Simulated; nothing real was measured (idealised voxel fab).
The process module that follows is named voxel capacitor over wiring.
This is section cut - it's 300 nm across, gridded in 5 nm square cells.
In this document a cross-section is written as a grid of square cells. It is given as a series of bands, listed from the top down, and a band is one or more rows of cells.
What a band's entry tells you: where the top is and where the bottom is, as heights in nm, and after that what lies inside, material by material from left to right, each with its width in nm. Empty space is written as the word "empty", and a single material marked with the word "throughout" occupies the band from edge to edge.
Below 0: as-received wafer, all one material; heights counted from there. Lowest band: no bottom, goes on down, written "0 nm and below".
Think of "30..40" as a width that walks from the first number to the second as you go down the band, top row to bottom row, taking equal-sized steps from row to row.
What does "same as before" mean for a step? It means no cell of the cross-section changed in that step.
"Voids lacking openings": sealed empty spaces, 8 cells or more, no open way to top, listed width x height at distance, with distance from the left edge and width, height and distance in nm.
Past the settings on a step's line: simulator remark, on that step.
"overlay nm", when on a step's line for a step with a mask, measures how far to the right of its planned place the mask lay; a negative measure means to the left.
Listed below are the process steps as planned
- 1: RECEIVE | material Si
- 2: CONFORMAL_DEP | material SiO2 | thk nm 15
- 3: CONFORMAL_DEP | material SiN | thk nm 5
- 4: DIRECTIONAL_DEP | material SiO2 | thk nm 15
- 5: PATTERN | tone open | mask id METAL_1 | material resist | width nm 25 | pitch nm 85 | thk nm 20 | overlay nm 0
- 6: DIRECTIONAL_ETCH | etch materials SiO2 | depth nm 15
- 7: DIRECTIONAL_ETCH | etch materials SiN | depth nm 5
- 8: STRIP | etch materials resist
- 9: CONFORMAL_DEP | material TiN | thk nm 5
- 10: FILL_DEP | material Cu | thk nm 5
- 11: CMP | height nm 35
- 12: EPI | material Ru | thk nm 5
- 13: FILL_DEP | material SiCN | thk nm 5
- 14: DIRECTIONAL_DEP | material SiO2 | thk nm 20
- 15: PATTERN | tone open | mask id PLUG_1 | material resist | width nm 15 | thk nm 15 | overlay nm 0
- 16: DIRECTIONAL_ETCH | etch materials SiO2 | depth nm 20
- 17: DIRECTIONAL_ETCH | etch materials SiCN | depth nm 5
- 18: STRIP | etch materials resist
- 19: CONFORMAL_DEP | material TiN | thk nm 5
- 20: FILL_DEP | material W | thk nm 5
- 21: CMP | height nm 65
- 22: DIRECTIONAL_DEP | material TiN | thk nm 5
- 23: DIRECTIONAL_DEP | material SiN | thk nm 5
- 24: DIRECTIONAL_DEP | material TiN | thk nm 5
- 25: DIRECTIONAL_DEP | material aC | thk nm 15
- 26: PATTERN | tone cover | mask id UPPER_PLATE | material resist | width nm 65 | thk nm 35 | overlay nm 0
- 27: DIRECTIONAL_ETCH | etch materials aC | depth nm 15
- 28: STRIP | etch materials resist
- 29: DIRECTIONAL_ETCH | etch materials TiN | depth nm 5
- 30: DIRECTIONAL_ETCH | etch materials SiN | depth nm 5
- 31: STRIP | etch materials aC
- 32: MASKED_ETCH | tone cover | mask id LOWER_PLATE | width nm 75 | etch materials TiN | depth nm 5 | overlay nm 0
- 33: FILL_DEP | material SiO2 | thk nm 20
- 34: CMP | height nm 95
- 35: PATTERN | tone open | mask id PLUG_2 | material resist | width nm 15 | thk nm 20 | overlay nm 0
- 36: DIRECTIONAL_ETCH | etch materials SiO2 | depth nm 15
- 37: STRIP | etch materials resist
- 38: CONFORMAL_DEP | material TiN | thk nm 5
- 39: FILL_DEP | material W | thk nm 5
- 40: CMP | height nm 95
- 41: CONFORMAL_DEP | material SiN | thk nm 5
This is the cross-section of the wafer as we received it, i.e. after step 1
0 nm and below = Si throughout
Voids lacking openings: none
Wafer cross-section at module end: first of two, run to plan
100 nm to 95 nm = SiN throughout
95 nm to 85 nm = SiO2=115 / TiN=5 / W=5 / TiN=5 / SiO2=170
85 nm to 75 nm = SiO2=115..105 / TiN=15..65 / SiO2=170..130
75 nm to 70 nm = SiO2=105 / SiN=65 / SiO2=130
70 nm to 65 nm = SiO2=100 / TiN=75 / SiO2=125
65 nm to 45 nm = SiO2=105 / TiN=5 / W=5 / TiN=5 / SiO2=180
45 nm to 40 nm = SiCN=105 / TiN=15 / SiCN=180
40 nm to 35 nm = SiCN=90 / Ru=35 / SiCN=50 / Ru=35 / SiCN=90
35 nm to 20 nm = SiO2=95 / TiN=5 / Cu=15 / TiN=5 / SiO2=60 / TiN=5 / Cu=15 / TiN=5 / SiO2=95
20 nm to 15 nm = SiN=95 / TiN=25 / SiN=60 / TiN=25 / SiN=95
15 nm to 0 nm = SiO2 throughout
0 nm and below = Si throughout
Voids lacking openings: none
Cross-section of the latter of the two wafers at module completion. It had an identical start and an identical plan to the former; in running it, one mistake was made
100 nm to 95 nm = SiN throughout
95 nm to 85 nm = SiO2=115 / TiN=5 / W=5 / TiN=5 / SiO2=170
85 nm to 75 nm = SiO2=115..105 / TiN=15..65 / SiO2=170..130
75 nm to 70 nm = SiO2=105 / SiN=65 / SiO2=130
70 nm to 65 nm = SiO2=100 / TiN=75 / SiO2=125
65 nm to 45 nm = Cu throughout
45 nm to 40 nm = SiCN throughout
40 nm to 35 nm = SiCN=90 / Ru=35 / SiCN=50 / Ru=35 / SiCN=90
35 nm to 20 nm = SiO2=95 / TiN=5 / Cu=15 / TiN=5 / SiO2=60 / TiN=5 / Cu=15 / TiN=5 / SiO2=95
20 nm to 15 nm = SiN=95 / TiN=25 / SiN=60 / TiN=25 / SiN=95
15 nm to 0 nm = SiO2 throughout
0 nm and below = Si throughout
Voids lacking openings: none
Deviation noted in wafer processing: rather than as planned, step 14 actually ran as DIRECTIONAL_DEP | material Cu | thk nm 20
Materials where the second wafer ends with more or fewer cells than the first: Cu: 240 more; SiCN: 3 more; SiO2: 228 fewer; TiN: 11 fewer; W: 4 fewer
